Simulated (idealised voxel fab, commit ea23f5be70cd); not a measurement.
The following is a process module called voxel transistor to metal.
Square cell edge 5 nm, section width 170 nm, ID cut.
This document writes a cross-section as a grid whose cells are square, and gives it as bands, listed from the top down; one or more rows of cells form a band. For a band, the entry starts with two heights in nm, that of the top and then that of the bottom, and carries on with the band's materials in order from left to right, each alongside its width in nm; the word "throughout" beside a single material means it fills the band edge to edge, and "empty" means empty space. Where do heights start? At 0: under that level the wafer as delivered is made of one material only. And the lowest band has no floor; it just carries on downward, as in "z 0 and below". A width given as "30 to 40" starts at the first number in the band's top row and ends at the second number in its bottom row, shifting by an equal amount at every step from row to row. Key: "changes: none" - step with no changed cell in the cross-section. This entry, "Listed closed voids", enumerates those empty regions of no fewer than 8 cells that possess no open connection to the top. Each region is reported in the form width x height at distance, the distance being taken from the left edge, with all three quantities expressed in nm. Text after the settings on a step's line: the simulator's own remark on that step. For masked steps, "overlay nm" on the step line gives how far right of plan the mask actually lay; a minus sign means it lay to the left.
**This section lists the process steps that were planned**
1. RECEIVE: material Si
2. CONFORMAL_DEP: material SiO2, thk nm 5
3. CONFORMAL_DEP: material SiN, thk nm 15
4. DIRECTIONAL_DEP: material aC, thk nm 10
5. PATTERN: tone cover, mask id ACTIVE, material resist, width nm 95, thk nm 25, overlay nm 0
6. DIRECTIONAL_ETCH: etch materials aC, depth nm 10
7. STRIP: etch materials resist
8. DIRECTIONAL_ETCH: etch materials SiN, depth nm 15
9. DIRECTIONAL_ETCH: etch materials SiO2, depth nm 5
10. DIRECTIONAL_ETCH: etch materials Si, depth nm 35
11. STRIP: etch materials aC
12. OXIDIZE: depth nm 5
13. FILL_DEP: material SiO2, thk nm 10
14. CMP: height nm 20
15. SELECTIVE_ETCH: etch materials SiO2, depth nm 10
16. STRIP: etch materials SiN
17. SELECTIVE_ETCH: etch materials SiO2, depth nm 5
18. OXIDIZE: depth nm 5
19. DIRECTIONAL_DEP: material polySi, thk nm 20
20. DIRECTIONAL_DEP: material SiCN, thk nm 15
21. MASKED_ETCH: tone cover, mask id GATE, width nm 15, etch materials SiCN, depth nm 25, overlay nm 0
22. MASKED_ETCH: tone cover, mask id GATE, width nm 15, etch materials polySi, depth nm 30, overlay nm 0
23. CONFORMAL_DEP: material SiN, thk nm 10
24. DIRECTIONAL_ETCH: etch materials SiN, depth nm 10
25. DIRECTIONAL_ETCH: etch materials SiO2, depth nm 5
26. DIRECTIONAL_ETCH: etch materials Si, depth nm 5
27. EPI: material SiGe, thk nm 10
28. FILL_DEP: material SiO2, thk nm 10
29. CMP: height nm 35
30. DIRECTIONAL_DEP: material SiO2, thk nm 15
31. DIRECTIONAL_DEP: material aC, thk nm 15
32. PATTERN: tone open, mask id CONTACT, material resist, width nm 15, pitch nm 70, thk nm 30, overlay nm 0
33. DIRECTIONAL_ETCH: etch materials aC, depth nm 15
34. STRIP: etch materials resist
35. DIRECTIONAL_ETCH: etch materials SiO2, depth nm 50
36. STRIP: etch materials aC
37. CONFORMAL_DEP: material TiN, thk nm 5
38. FILL_DEP: material Ru, thk nm 10
39. CMP: height nm 50
40. DIRECTIONAL_DEP: material TiN, thk nm 5
41. DIRECTIONAL_DEP: material W, thk nm 25
42. PATTERN: tone cover, mask id METAL_1, material resist, width nm 15, pitch nm 70, thk nm 20, overlay nm 0
43. DIRECTIONAL_ETCH: etch materials W, depth nm 25
44. DIRECTIONAL_ETCH: etch materials TiN, depth nm 5
45. STRIP: etch materials resist
46. FILL_DEP: material lowk, thk nm 10
47. CMP: height nm 80
48. CONFORMAL_DEP: material SiCN, thk nm 5
**Wafer, first of two, run as planned**
**As-received state of the wafer in cross-section, equivalent to post-step 1**
- z 0 and below = Si throughout
- Listed closed voids: none
**You're looking at a cross-section of the wafer after step 2**
- z 5 to 0 = SiO2 throughout
- below 0: unchanged
**You're looking at a cross-section of the wafer after step 3**
- z 20 to 5 = SiN throughout
- below 5: unchanged
**You're looking at a cross-section of the wafer after step 4**
- z 30 to 20 = aC throughout
- below 20: unchanged
**You're looking at a cross-section of the wafer after step 5**
- z 55 to 30 = 35 empty, then 95 resist, then 40 empty
- below 30: unchanged
**You're looking at a cross-section of the wafer after step 6**
- z 45 to 30 = 35 empty, then 95 resist, then 40 empty
- z 30 to 20 = 35 empty, then 95 aC, then 40 empty
- below 20: unchanged
**You're looking at a cross-section of the wafer after step 7**
- z 30 to 20 = 35 empty, then 95 aC, then 40 empty
- below 20: unchanged
**You're looking at a cross-section of the wafer after step 8**
- z 30 to 20 = 35 empty, then 95 aC, then 40 empty
- z 20 to 5 = 35 empty, then 95 SiN, then 40 empty
- below 5: unchanged
**You're looking at a cross-section of the wafer after step 9**
- z 30 to 20 = 35 empty, then 95 aC, then 40 empty
- z 20 to 5 = 35 empty, then 95 SiN, then 40 empty
- z 5 to 0 = 35 empty, then 95 SiO2, then 40 empty
- below 0: unchanged
**You're looking at a cross-section of the wafer after step 10**
- z 30 to 20 = 35 empty, then 95 aC, then 40 empty
- z 20 to 5 = 35 empty, then 95 SiN, then 40 empty
- z 5 to 0 = 35 empty, then 95 SiO2, then 40 empty
- z 0 to -35 = 35 empty, then 95 Si, then 40 empty
- below -35: unchanged
**You're looking at a cross-section of the wafer after step 11**
- z 20 to 5 = 35 empty, then 95 SiN, then 40 empty
- below 5: unchanged
**You're looking at a cross-section of the wafer after step 12**
- z 20 to 5 = 35 empty, then 95 SiN, then 40 empty
- z 5 to 0 = 35 empty, then 95 SiO2, then 40 empty
- z 0 to -35 = 35 empty, then 5 SiO2, then 85 Si, then 5 SiO2, then 40 empty
- z -35 to -40 = 40 SiO2, then 85 Si, then 45 SiO2
- below -40: unchanged
**You're looking at a cross-section of the wafer after step 13**
- z 30 to 20 = SiO2 throughout
- z 20 to 5 = 35 SiO2, then 95 SiN, then 40 SiO2
- z 5 to 0 = SiO2 throughout
- z 0 to -40 = 40 SiO2, then 85 Si, then 45 SiO2
- below -40: unchanged
**You're looking at a cross-section of the wafer after step 14**
- z 20 to 5 = 35 SiO2, then 95 SiN, then 40 SiO2
- below 5: unchanged
**You're looking at a cross-section of the wafer after step 15**
- z 20 to 10 = 35 empty, then 95 SiN, then 40 empty
- below 10: unchanged
**You're looking at a cross-section of the wafer after step 16**
- z 10 to 5 = 35 SiO2, then 95 empty, then 40 SiO2
- below 5: unchanged
**You're looking at a cross-section of the wafer after step 17**
- z 5 to 0 = 30 SiO2, then 105 empty, then 35 SiO2
- below 0: unchanged
**You're looking at a cross-section of the wafer after step 18**
- z 5 to 0 = 30 SiO2, then 105 empty, then 35 SiO2
- z 0 to -5 = SiO2 throughout
- below -5: unchanged
**You're looking at a cross-section of the wafer after step 19**
- z 25 to 20 = 30 polySi, then 105 empty, then 35 polySi
- z 20 to 5 = polySi throughout
- z 5 to 0 = 30 SiO2, then 105 polySi, then 35 SiO2
- below 0: unchanged
**You're looking at a cross-section of the wafer after step 20**
- z 40 to 35 = 30 SiCN, then 105 empty, then 35 SiCN
- z 35 to 25 = SiCN throughout
- z 25 to 20 = 30 polySi, then 105 SiCN, then 35 polySi
- below 20: unchanged
**You're looking at a cross-section of the wafer after step 21**
- z 35 to 25 = 75 empty, then 15 SiCN, then 80 empty
- z 25 to 20 = 30 polySi, then 45 empty, then 15 SiCN, then 45 empty, then 35 polySi
- below 20: unchanged
**You're looking at a cross-section of the wafer after step 22**
- z 35 to 20 = 75 empty, then 15 SiCN, then 80 empty
- z 20 to 5 = 75 empty, then 15 polySi, then 80 empty
- z 5 to 0 = 30 SiO2, then 45 empty, then 15 polySi, then 45 empty, then 35 SiO2
- below 0: unchanged
**You're looking at a cross-section of the wafer after step 23**
- z 45 to 35 = 65 empty, then 35 SiN, then 70 empty
- z 35 to 20 = 65 empty, then 10 SiN, then 15 SiCN, then 10 SiN, then 70 empty
- z 20 to 15 = 65 empty, then 10 SiN, then 15 polySi, then 10 SiN, then 70 empty
- z 15 to 10 = 40 SiN, then 25 empty, then 10 SiN, then 15 polySi, then 10 SiN, then 25 empty, then 45 SiN
- z 10 to 5 = 75 SiN, then 15 polySi, then 80 SiN
- z 5 to 0 = 30 SiO2, then 45 SiN, then 15 polySi, then 45 SiN, then 35 SiO2
- below 0: unchanged
**You're looking at a cross-section of the wafer after step 24**
- z 35 to 20 = 65 empty, then 10 SiN, then 15 SiCN, then 10 SiN, then 70 empty
- z 20 to 5 = 65 empty, then 10 SiN, then 15 polySi, then 10 SiN, then 70 empty
- z 5 to 0 = 30 SiO2, then 10 SiN, then 25 empty, then 10 SiN, then 15 polySi, then 10 SiN, then 25 empty, then 10 SiN, then 35 SiO2
- below 0: unchanged
**You're looking at a cross-section of the wafer after step 25**
- z 35 to 20 = 65 empty, then 10 SiN, then 15 SiCN, then 10 SiN, then 70 empty
- z 20 to 5 = 65 empty, then 10 SiN, then 15 polySi, then 10 SiN, then 70 empty
- z 5 to 0 = 30 empty, then 10 SiN, then 25 empty, then 10 SiN, then 15 polySi, then 10 SiN, then 25 empty, then 10 SiN, then 35 empty
- z 0 to -5 = 40 SiO2, then 25 empty, then 35 SiO2, then 25 empty, then 45 SiO2
- below -5: unchanged
**You're looking at a cross-section of the wafer after step 26**
- z 35 to 20 = 65 empty, then 10 SiN, then 15 SiCN, then 10 SiN, then 70 empty
- z 20 to 5 = 65 empty, then 10 SiN, then 15 polySi, then 10 SiN, then 70 empty
- z 5 to 0 = 30 empty, then 10 SiN, then 25 empty, then 10 SiN, then 15 polySi, then 10 SiN, then 25 empty, then 10 SiN, then 35 empty
- z 0 to -5 = 40 SiO2, then 25 empty, then 35 SiO2, then 25 empty, then 45 SiO2
- z -5 to -10 = 40 SiO2, then 25 empty, then 35 Si, then 25 empty, then 45 SiO2
- below -10: unchanged
**You're looking at a cross-section of the wafer after step 27**
- z 35 to 20 = 65 empty, then 10 SiN, then 15 SiCN, then 10 SiN, then 70 empty
- z 20 to 5 = 65 empty, then 10 SiN, then 15 polySi, then 10 SiN, then 70 empty
- z 5 to 0 = 30 empty, then 10 SiN, then 15 empty, then 10 SiGe, then 10 SiN, then 15 polySi, then 10 SiN, then 10 SiGe, then 15 empty, then 10 SiN, then 35 empty
- z 0 to -5 = 40 SiO2, then 25 SiGe, then 35 SiO2, then 25 SiGe, then 45 SiO2
- z -5 to -10 = 40 SiO2, then 25 SiGe, then 35 Si, then 25 SiGe, then 45 SiO2
- below -10: unchanged
**You're looking at a cross-section of the wafer after step 28**
- z 45 to 35 = SiO2 throughout
- z 35 to 20 = 65 SiO2, then 10 SiN, then 15 SiCN, then 10 SiN, then 70 SiO2
- z 20 to 5 = 65 SiO2, then 10 SiN, then 15 polySi, then 10 SiN, then 70 SiO2
- z 5 to 0 = 30 SiO2, then 10 SiN, then 15 SiO2, then 10 SiGe, then 10 SiN, then 15 polySi, then 10 SiN, then 10 SiGe, then 15 SiO2, then 10 SiN, then 35 SiO2
- below 0: unchanged
**You're looking at a cross-section of the wafer after step 29**
- z 35 to 20 = 65 SiO2, then 10 SiN, then 15 SiCN, then 10 SiN, then 70 SiO2
- below 20: unchanged
**You're looking at a cross-section of the wafer after step 30**
- z 50 to 35 = SiO2 throughout
- below 35: unchanged
**You're looking at a cross-section of the wafer after step 31**
- z 65 to 50 = aC throughout
- below 50: unchanged
**You're looking at a cross-section of the wafer after step 32**
- z 95 to 65 = 40 resist, then 15 empty, then 55 resist, then 15 empty, then 45 resist
- below 65: unchanged
**You're looking at a cross-section of the wafer after step 33**
- z 80 to 65 = 40 resist, then 15 empty, then 55 resist, then 15 empty, then 45 resist
- z 65 to 50 = 40 aC, then 15 empty, then 55 aC, then 15 empty, then 45 aC
- below 50: unchanged
**You're looking at a cross-section of the wafer after step 34**
- z 65 to 50 = 40 aC, then 15 empty, then 55 aC, then 15 empty, then 45 aC
- below 50: unchanged
**You're looking at a cross-section of the wafer after step 35**
- z 65 to 50 = 40 aC, then 15 empty, then 55 aC, then 15 empty, then 45 aC
- z 50 to 35 = 40 SiO2, then 15 empty, then 55 SiO2, then 15 empty, then 45 SiO2
- z 35 to 20 = 40 SiO2, then 15 empty, then 10 SiO2, then 10 SiN, then 15 SiCN, then 10 SiN, then 10 SiO2, then 15 empty, then 45 SiO2
- z 20 to 5 = 40 SiO2, then 15 empty, then 10 SiO2, then 10 SiN, then 15 polySi, then 10 SiN, then 10 SiO2, then 15 empty, then 45 SiO2
- z 5 to 0 = 30 SiO2, then 10 SiN, then 15 empty, then 10 SiGe, then 10 SiN, then 15 polySi, then 10 SiN, then 10 SiGe, then 15 empty, then 10 SiN, then 35 SiO2
- below 0: unchanged
**You're looking at a cross-section of the wafer after step 36**
- z 50 to 35 = 40 SiO2, then 15 empty, then 55 SiO2, then 15 empty, then 45 SiO2
- below 35: unchanged
**You're looking at a cross-section of the wafer after step 37**
- z 55 to 50 = 45 TiN, then 5 empty, then 65 TiN, then 5 empty, then 50 TiN
- z 50 to 35 = 40 SiO2, then 5 TiN, then 5 empty, then 5 TiN, then 55 SiO2, then 5 TiN, then 5 empty, then 5 TiN, then 45 SiO2
- z 35 to 20 = 40 SiO2, then 5 TiN, then 5 empty, then 5 TiN, then 10 SiO2, then 10 SiN, then 15 SiCN, then 10 SiN, then 10 SiO2, then 5 TiN, then 5 empty, then 5 TiN, then 45 SiO2
- z 20 to 5 = 40 SiO2, then 5 TiN, then 5 empty, then 5 TiN, then 10 SiO2, then 10 SiN, then 15 polySi, then 10 SiN, then 10 SiO2, then 5 TiN, then 5 empty, then 5 TiN, then 45 SiO2
- z 5 to 0 = 30 SiO2, then 10 SiN, then 15 TiN, then 10 SiGe, then 10 SiN, then 15 polySi, then 10 SiN, then 10 SiGe, then 15 TiN, then 10 SiN, then 35 SiO2
- below 0: unchanged
**You're looking at a cross-section of the wafer after step 38**
- z 65 to 55 = Ru throughout
- z 55 to 50 = 45 TiN, then 5 Ru, then 65 TiN, then 5 Ru, then 50 TiN
- z 50 to 35 = 40 SiO2, then 5 TiN, then 5 Ru, then 5 TiN, then 55 SiO2, then 5 TiN, then 5 Ru, then 5 TiN, then 45 SiO2
- z 35 to 20 = 40 SiO2, then 5 TiN, then 5 Ru, then 5 TiN, then 10 SiO2, then 10 SiN, then 15 SiCN, then 10 SiN, then 10 SiO2, then 5 TiN, then 5 Ru, then 5 TiN, then 45 SiO2
- z 20 to 5 = 40 SiO2, then 5 TiN, then 5 Ru, then 5 TiN, then 10 SiO2, then 10 SiN, then 15 polySi, then 10 SiN, then 10 SiO2, then 5 TiN, then 5 Ru, then 5 TiN, then 45 SiO2
- below 5: unchanged
**You're looking at a cross-section of the wafer after step 39**
- z 50 to 35 = 40 SiO2, then 5 TiN, then 5 Ru, then 5 TiN, then 55 SiO2, then 5 TiN, then 5 Ru, then 5 TiN, then 45 SiO2
- below 35: unchanged
**You're looking at a cross-section of the wafer after step 40**
- z 55 to 50 = TiN throughout
- below 50: unchanged
**You're looking at a cross-section of the wafer after step 41**
- z 80 to 55 = W throughout
- below 55: unchanged
**You're looking at a cross-section of the wafer after step 42**
- z 100 to 80 = 40 empty, then 15 resist, then 55 empty, then 15 resist, then 45 empty
- below 80: unchanged
**You're looking at a cross-section of the wafer after step 43**
- z 100 to 80 = 40 empty, then 15 resist, then 55 empty, then 15 resist, then 45 empty
- z 80 to 55 = 40 empty, then 15 W, then 55 empty, then 15 W, then 45 empty
- below 55: unchanged
**You're looking at a cross-section of the wafer after step 44**
- z 100 to 80 = 40 empty, then 15 resist, then 55 empty, then 15 resist, then 45 empty
- z 80 to 55 = 40 empty, then 15 W, then 55 empty, then 15 W, then 45 empty
- z 55 to 50 = 40 empty, then 15 TiN, then 55 empty, then 15 TiN, then 45 empty
- below 50: unchanged
**You're looking at a cross-section of the wafer after step 45**
- z 80 to 55 = 40 empty, then 15 W, then 55 empty, then 15 W, then 45 empty
- below 55: unchanged
**You're looking at a cross-section of the wafer after step 46**
- z 90 to 80 = lowk throughout
- z 80 to 55 = 40 lowk, then 15 W, then 55 lowk, then 15 W, then 45 lowk
- z 55 to 50 = 40 lowk, then 15 TiN, then 55 lowk, then 15 TiN, then 45 lowk
- below 50: unchanged
**You're looking at a cross-section of the wafer after step 47**
- z 80 to 55 = 40 lowk, then 15 W, then 55 lowk, then 15 W, then 45 lowk
- below 55: unchanged
**You're looking at a cross-section of the wafer after step 48**
- z 85 to 80 = SiCN throughout
- below 80: unchanged
**Regarding the second of the two wafers: it shared the first wafer's starting condition and process plan, yet one error occurred during its execution. Its history coincides with that of the first wafer up to and including step 39**
**The second wafer in cross-section, at the planned close of step 40**
- z 75 to 50 = W throughout
- below 50: unchanged
**The second wafer in cross-section, at the planned close of step 41**
- z 80 to 75 = TiN throughout
- below 75: unchanged
**The second wafer in cross-section, at the planned close of step 42**
- z 100 to 80 = 40 empty, then 15 resist, then 55 empty, then 15 resist, then 45 empty
- below 80: unchanged
The second wafer in cross-section, at the planned close of step 43: changes: none
**The second wafer in cross-section, at the planned close of step 44**
- z 100 to 80 = 40 empty, then 15 resist, then 55 empty, then 15 resist, then 45 empty
- z 80 to 75 = 40 empty, then 15 TiN, then 55 empty, then 15 TiN, then 45 empty
- below 75: unchanged
**The second wafer in cross-section, at the planned close of step 45**
- z 80 to 75 = 40 empty, then 15 TiN, then 55 empty, then 15 TiN, then 45 empty
- below 75: unchanged
**The second wafer in cross-section, at the planned close of step 46**
- z 90 to 80 = lowk throughout
- z 80 to 75 = 40 lowk, then 15 TiN, then 55 lowk, then 15 TiN, then 45 lowk
- below 75: unchanged
**The second wafer in cross-section, at the planned close of step 47**
- z 80 to 75 = 40 lowk, then 15 TiN, then 55 lowk, then 15 TiN, then 45 lowk
- below 75: unchanged
**The second wafer in cross-section, at the planned close of step 48**
- z 85 to 80 = SiCN throughout
- below 80: unchanged
Deviation noted in wafer processing: a sequencing error occurred in which plan steps 40 and 41 were transposed
Once processing is complete, comparing cell counts shows that the second wafer has more or fewer of certain materials than the first: +140 W; -140 lowk
